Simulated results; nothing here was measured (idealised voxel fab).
process module | voxel trench capacitor
cross-section cut | 245 nm wide | cells 5 nm
A cross-section is a grid of square cells, given in bands from the top down. A band is one or more rows of cells.
Each band's line starts with the height of the band's top and of its bottom, in nm. Then come its materials from left to right, each with its width in nm. One material with "throughout" fills the band from edge to edge. "air" is empty space.
Height 0 is the level under which the wafer as received is all one material. The lowest band goes on downwards, as in "0 down".
A width such as "30 to 40" changes by the same amount from each row of cells to the next, from the band's top row to its bottom row.
"no change" after a step means that no cell of the cross-section changed.
closed voids: empty space of 8 cells or more with no open way to the top, each as width x height at its distance from the left edge, in nm
after a step's settings: what the simulator itself notes on the step
overlay nm, on a step with a mask: how far to the right of its planned place the mask lay; to the left if negative
plan
1 op RECEIVE | material Si
2 op CONFORMAL_DEP | material SiN | thk nm 5
3 op PATTERN | tone open | mask id TRENCH | material resist | width nm 25 | pitch nm 40 | thk nm 20 | overlay nm 0
4 op DIRECTIONAL_ETCH | etch materials SiN | depth nm 5
5 op DIRECTIONAL_ETCH | etch materials Si | depth nm 40
6 op STRIP | etch materials resist
7 op CONFORMAL_DEP | material Al2O3 | thk nm 5
8 op CONFORMAL_DEP | material TiN | thk nm 5
9 op FILL_DEP | material W | thk nm 10
10 op CMP | height nm 5
first wafer, as planned
as received, after step 1
  0 down: Si throughout
  closed voids: none
after step 2
  5 to 0: SiN throughout
  below 0: unchanged
after step 3
  25 to 5: resist 70 | air 25 | resist 15 | air 25 | resist 15 | air 25 | resist 70
  below 5: unchanged
after step 4
  25 to 5: resist 70 | air 25 | resist 15 | air 25 | resist 15 | air 25 | resist 70
  5 to 0: SiN 70 | air 25 | SiN 15 | air 25 | SiN 15 | air 25 | SiN 70
  below 0: unchanged
after step 5
  25 to 5: resist 70 | air 25 | resist 15 | air 25 | resist 15 | air 25 | resist 70
  5 to 0: SiN 70 | air 25 | SiN 15 | air 25 | SiN 15 | air 25 | SiN 70
  0 to -40: Si 70 | air 25 | Si 15 | air 25 | Si 15 | air 25 | Si 70
  below -40: unchanged
after step 6
  5 to 0: SiN 70 | air 25 | SiN 15 | air 25 | SiN 15 | air 25 | SiN 70
  below 0: unchanged
after step 7
  10 to 5: Al2O3 75 | air 15 | Al2O3 25 | air 15 | Al2O3 25 | air 15 | Al2O3 75
  5 to 0: SiN 70 | Al2O3 5 | air 15 | Al2O3 5 | SiN 15 | Al2O3 5 | air 15 | Al2O3 5 | SiN 15 | Al2O3 5 | air 15 | Al2O3 5 | SiN 70
  0 to -35: Si 70 | Al2O3 5 | air 15 | Al2O3 5 | Si 15 | Al2O3 5 | air 15 | Al2O3 5 | Si 15 | Al2O3 5 | air 15 | Al2O3 5 | Si 70
  -35 to -40: Si 70 | Al2O3 25 | Si 15 | Al2O3 25 | Si 15 | Al2O3 25 | Si 70
  below -40: unchanged
after step 8
  15 to 10: TiN 80 | air 5 | TiN 35 | air 5 | TiN 35 | air 5 | TiN 80
  10 to 5: Al2O3 75 | TiN 5 | air 5 | TiN 5 | Al2O3 25 | TiN 5 | air 5 | TiN 5 | Al2O3 25 | TiN 5 | air 5 | TiN 5 | Al2O3 75
  5 to 0: SiN 70 | Al2O3 5 | TiN 5 | air 5 | TiN 5 | Al2O3 5 | SiN 15 | Al2O3 5 | TiN 5 | air 5 | TiN 5 | Al2O3 5 | SiN 15 | Al2O3 5 | TiN 5 | air 5 | TiN 5 | Al2O3 5 | SiN 70
  0 to -30: Si 70 | Al2O3 5 | TiN 5 | air 5 | TiN 5 | Al2O3 5 | Si 15 | Al2O3 5 | TiN 5 | air 5 | TiN 5 | Al2O3 5 | Si 15 | Al2O3 5 | TiN 5 | air 5 | TiN 5 | Al2O3 5 | Si 70
  -30 to -35: Si 70 | Al2O3 5 | TiN 15 | Al2O3 5 | Si 15 | Al2O3 5 | TiN 15 | Al2O3 5 | Si 15 | Al2O3 5 | TiN 15 | Al2O3 5 | Si 70
  below -35: unchanged
after step 9
  25 to 15: W throughout
  15 to 10: TiN 80 | W 5 | TiN 35 | W 5 | TiN 35 | W 5 | TiN 80
  10 to 5: Al2O3 75 | TiN 5 | W 5 | TiN 5 | Al2O3 25 | TiN 5 | W 5 | TiN 5 | Al2O3 25 | TiN 5 | W 5 | TiN 5 | Al2O3 75
  5 to 0: SiN 70 | Al2O3 5 | TiN 5 | W 5 | TiN 5 | Al2O3 5 | SiN 15 | Al2O3 5 | TiN 5 | W 5 | TiN 5 | Al2O3 5 | SiN 15 | Al2O3 5 | TiN 5 | W 5 | TiN 5 | Al2O3 5 | SiN 70
  0 to -30: Si 70 | Al2O3 5 | TiN 5 | W 5 | TiN 5 | Al2O3 5 | Si 15 | Al2O3 5 | TiN 5 | W 5 | TiN 5 | Al2O3 5 | Si 15 | Al2O3 5 | TiN 5 | W 5 | TiN 5 | Al2O3 5 | Si 70
  below -30: unchanged
after step 10
  5 to 0: SiN 70 | Al2O3 5 | TiN 5 | W 5 | TiN 5 | Al2O3 5 | SiN 15 | Al2O3 5 | TiN 5 | W 5 | TiN 5 | Al2O3 5 | SiN 15 | Al2O3 5 | TiN 5 | W 5 | TiN 5 | Al2O3 5 | SiN 70
  below 0: unchanged
second wafer: like start, like plan, one mistake. Through step 2 it matches the first wafer
when step 3 should have ended
  25 to 5: air 70 | resist 25 | air 15 | resist 25 | air 15 | resist 25 | air 70
  below 5: unchanged
when step 4 should have ended
  25 to 5: air 70 | resist 25 | air 15 | resist 25 | air 15 | resist 25 | air 70
  5 to 0: air 70 | SiN 25 | air 15 | SiN 25 | air 15 | SiN 25 | air 70
  below 0: unchanged
when step 5 should have ended
  25 to 5: air 70 | resist 25 | air 15 | resist 25 | air 15 | resist 25 | air 70
  5 to 0: air 70 | SiN 25 | air 15 | SiN 25 | air 15 | SiN 25 | air 70
  0 to -40: air 70 | Si 25 | air 15 | Si 25 | air 15 | Si 25 | air 70
  below -40: unchanged
when step 6 should have ended
  5 to 0: air 70 | SiN 25 | air 15 | SiN 25 | air 15 | SiN 25 | air 70
  below 0: unchanged
when step 7 should have ended
  10 to 5: air 65 | Al2O3 35 | air 5 | Al2O3 35 | air 5 | Al2O3 35 | air 65
  5 to 0: air 65 | Al2O3 5 | SiN 25 | Al2O3 5 | air 5 | Al2O3 5 | SiN 25 | Al2O3 5 | air 5 | Al2O3 5 | SiN 25 | Al2O3 5 | air 65
  0 to -35: air 65 | Al2O3 5 | Si 25 | Al2O3 5 | air 5 | Al2O3 5 | Si 25 | Al2O3 5 | air 5 | Al2O3 5 | Si 25 | Al2O3 5 | air 65
  -35 to -40: Al2O3 70 | Si 25 | Al2O3 15 | Si 25 | Al2O3 15 | Si 25 | Al2O3 70
  below -40: unchanged
when step 8 should have ended
  15 to 10: air 60 | TiN 125 | air 60
  10 to 5: air 60 | TiN 5 | Al2O3 35 | TiN 5 | Al2O3 35 | TiN 5 | Al2O3 35 | TiN 5 | air 60
  5 to 0: air 60 | TiN 5 | Al2O3 5 | SiN 25 | Al2O3 5 | TiN 5 | Al2O3 5 | SiN 25 | Al2O3 5 | TiN 5 | Al2O3 5 | SiN 25 | Al2O3 5 | TiN 5 | air 60
  0 to -30: air 60 | TiN 5 | Al2O3 5 | Si 25 | Al2O3 5 | TiN 5 | Al2O3 5 | Si 25 | Al2O3 5 | TiN 5 | Al2O3 5 | Si 25 | Al2O3 5 | TiN 5 | air 60
  -30 to -35: TiN 65 | Al2O3 5 | Si 25 | Al2O3 5 | TiN 5 | Al2O3 5 | Si 25 | Al2O3 5 | TiN 5 | Al2O3 5 | Si 25 | Al2O3 5 | TiN 65
  below -35: unchanged
when step 9 should have ended
  25 to 15: W throughout
  15 to 10: W 60 | TiN 125 | W 60
  10 to 5: W 60 | TiN 5 | Al2O3 35 | TiN 5 | Al2O3 35 | TiN 5 | Al2O3 35 | TiN 5 | W 60
  5 to 0: W 60 | TiN 5 | Al2O3 5 | SiN 25 | Al2O3 5 | TiN 5 | Al2O3 5 | SiN 25 | Al2O3 5 | TiN 5 | Al2O3 5 | SiN 25 | Al2O3 5 | TiN 5 | W 60
  0 to -30: W 60 | TiN 5 | Al2O3 5 | Si 25 | Al2O3 5 | TiN 5 | Al2O3 5 | Si 25 | Al2O3 5 | TiN 5 | Al2O3 5 | Si 25 | Al2O3 5 | TiN 5 | W 60
  below -30: unchanged
when step 10 should have ended
  5 to 0: W 60 | TiN 5 | Al2O3 5 | SiN 25 | Al2O3 5 | TiN 5 | Al2O3 5 | SiN 25 | Al2O3 5 | TiN 5 | Al2O3 5 | SiN 25 | Al2O3 5 | TiN 5 | W 60
  below 0: unchanged
what went wrong: step 3 ran as: op PATTERN | tone cover | mask id TRENCH | material resist | width nm 25 | pitch nm 40 | thk nm 20 | overlay nm 0
at the end the second wafer has, in cells: 19 more of Al2O3 | 152 fewer of Si | 19 fewer of SiN | 5 more of TiN | 147 more of W
